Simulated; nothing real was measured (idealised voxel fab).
This is a process module. Its name is voxel self aligned contacts.
Each square cell in cross-section cut measures 5 nm, and the section as a whole is 300 nm wide.
Heads up, the way a cross-section reads in here is a grid of square cells, handed over as bands from the top down, with every band being one or more rows of cells.
Basically the band line says how high the top is and how high the bottom is, in nm, and then what's in it from left to right, every material with its width in nm. Empty space shows up as "air", and if a single material carries "throughout" it runs the full band edge to edge.
Convention: height 0 is the level below which the wafer, as received, is all one material. The lowest band does not terminate at the bottom but continues downward, represented as "0..down".
The two numbers in a width such as "30->40" mark its ends across the band: the first belongs to the top row of cells, the second to the bottom row, and from each row to the next the width moves by the same amount.
Basically "identical to before" means that step didn't change any cell in the cross-section.
In the "Enclosed internal voids" entry, you get each enclosed empty space of 8 cells or more, one with no open way to the top, written width x height at distance, distance from the left edge, in nm.
Where a step's line continues beyond its settings, the continuation is a remark by the simulator itself on that step.
overlay nm, on a step with a mask: how far to the right of its planned place the mask lay; to the left if negative
### Process steps foreseen in the plan
| 1 | RECEIVE (material Si) |
| 2 | CONFORMAL_DEP (material SiO2; thk nm 5) |
| 3 | DIRECTIONAL_DEP (material polySi; thk nm 20) |
| 4 | DIRECTIONAL_DEP (material SiN; thk nm 20) |
| 5 | MASKED_ETCH (tone cover; mask id GATE; width nm 35; pitch nm 60; etch materials SiN; depth nm 20; overlay nm 0) |
| 6 | MASKED_ETCH (tone cover; mask id GATE; width nm 35; pitch nm 60; etch materials polySi; depth nm 20; overlay nm 0) |
| 7 | CONFORMAL_DEP (material SiN; thk nm 5) |
| 8 | DIRECTIONAL_ETCH (etch materials SiN; depth nm 5) |
| 9 | FILL_DEP (material SiO2; thk nm 15) |
| 10 | CMP (height nm 50) |
| 11 | PATTERN (tone open; mask id CONTACT; material resist; width nm 45; thk nm 15; overlay nm 0) |
| 12 | DIRECTIONAL_ETCH (etch materials SiO2; depth nm 50) |
| 13 | STRIP (etch materials resist) |
| 14 | CONFORMAL_DEP (material TiN; thk nm 5) |
| 15 | FILL_DEP (material W; thk nm 10) |
| 16 | CMP (height nm 50) |
| 17 | CONFORMAL_DEP (material SiN; thk nm 5) |
### First of the two wafers, run per plan
### As-received state of the wafer in cross-section, equivalent to post-step 1
- 0..down  Si throughout
- Enclosed internal voids: none
### The wafer, seen in cross-section, after step 2
- 5..0  SiO2 throughout
- Below 0 it's all the same as before, nothing changed down there.
### The wafer, seen in cross-section, after step 3
- 25..5  polySi throughout
- Below 5 it's all the same as before, nothing changed down there.
### The wafer, seen in cross-section, after step 4
- 45..25  SiN throughout
- Below 25 it's all the same as before, nothing changed down there.
### The wafer, seen in cross-section, after step 5
- 45..25  air=100, SiN=35, air=25, SiN=35, air=105
- Below 25 it's all the same as before, nothing changed down there.
### The wafer, seen in cross-section, after step 6
- 45..25  air=100, SiN=35, air=25, SiN=35, air=105
- 25..5  air=100, polySi=35, air=25, polySi=35, air=105
- Below 5 it's all the same as before, nothing changed down there.
### The wafer, seen in cross-section, after step 7
- 50..25  air=95, SiN=45, air=15, SiN=45, air=100
- 25..10  air=95, SiN=5, polySi=35, SiN=5, air=15, SiN=5, polySi=35, SiN=5, air=100
- 10..5  SiN=100, polySi=35, SiN=25, polySi=35, SiN=105
- Below 5 it's all the same as before, nothing changed down there.
### The wafer, seen in cross-section, after step 8
- 45..25  air=95, SiN=45, air=15, SiN=45, air=100
- 25..5  air=95, SiN=5, polySi=35, SiN=5, air=15, SiN=5, polySi=35, SiN=5, air=100
- Below 5 it's all the same as before, nothing changed down there.
### The wafer, seen in cross-section, after step 9
- 60..45  SiO2 throughout
- 45..25  SiO2=95, SiN=45, SiO2=15, SiN=45, SiO2=100
- 25..5  SiO2=95, SiN=5, polySi=35, SiN=5, SiO2=15, SiN=5, polySi=35, SiN=5, SiO2=100
- Below 5 it's all the same as before, nothing changed down there.
### The wafer, seen in cross-section, after step 10
- 50..45  SiO2 throughout
- Below 45 it's all the same as before, nothing changed down there.
### The wafer, seen in cross-section, after step 11
- 65..50  resist=125, air=45, resist=130
- Below 50 it's all the same as before, nothing changed down there.
### The wafer, seen in cross-section, after step 12
- 65..50  resist=125, air=45, resist=130
- 50..45  SiO2=125, air=45, SiO2=130
- 45..25  SiO2=95, SiN=45, air=15, SiN=45, SiO2=100
- 25..5  SiO2=95, SiN=5, polySi=35, SiN=5, air=15, SiN=5, polySi=35, SiN=5, SiO2=100
- 5..0  SiO2=140, air=15, SiO2=145
- Below 0 it's all the same as before, nothing changed down there.
### The wafer, seen in cross-section, after step 13
- 50..45  SiO2=125, air=45, SiO2=130
- Below 45 it's all the same as before, nothing changed down there.
### The wafer, seen in cross-section, after step 14
- 55..50  TiN=130, air=35, TiN=135
- 50..45  SiO2=125, TiN=20, air=5, TiN=20, SiO2=130
- 45..25  SiO2=95, SiN=45, TiN=5, air=5, TiN=5, SiN=45, SiO2=100
- 25..5  SiO2=95, SiN=5, polySi=35, SiN=5, TiN=5, air=5, TiN=5, SiN=5, polySi=35, SiN=5, SiO2=100
- 5..0  SiO2=140, TiN=15, SiO2=145
- Below 0 it's all the same as before, nothing changed down there.
### The wafer, seen in cross-section, after step 15
- 65..55  W throughout
- 55..50  TiN=130, W=35, TiN=135
- 50..45  SiO2=125, TiN=20, W=5, TiN=20, SiO2=130
- 45..25  SiO2=95, SiN=45, TiN=5, W=5, TiN=5, SiN=45, SiO2=100
- 25..5  SiO2=95, SiN=5, polySi=35, SiN=5, TiN=5, W=5, TiN=5, SiN=5, polySi=35, SiN=5, SiO2=100
- Below 5 it's all the same as before, nothing changed down there.
### The wafer, seen in cross-section, after step 16
- 50..45  SiO2=125, TiN=20, W=5, TiN=20, SiO2=130
- Below 45 it's all the same as before, nothing changed down there.
### The wafer, seen in cross-section, after step 17
- 55..50  SiN throughout
- Below 50 it's all the same as before, nothing changed down there.
### The second wafer: identical to the first at the outset and in its planned sequence, differing only in that one mistake was made during processing; up to and including step 15, its path is the first wafer's path
Second wafer at the planned finish of step 16, seen in cross-section: identical to before
### Second wafer at the planned finish of step 17, seen in cross-section
- 70..65  SiN throughout
- Below 65 it's all the same as before, nothing changed down there.
What broke from the plan during processing? step 16 was left out
Final difference in cells, second wafer against first, listed per material as more or fewer: TiN +53; W +127
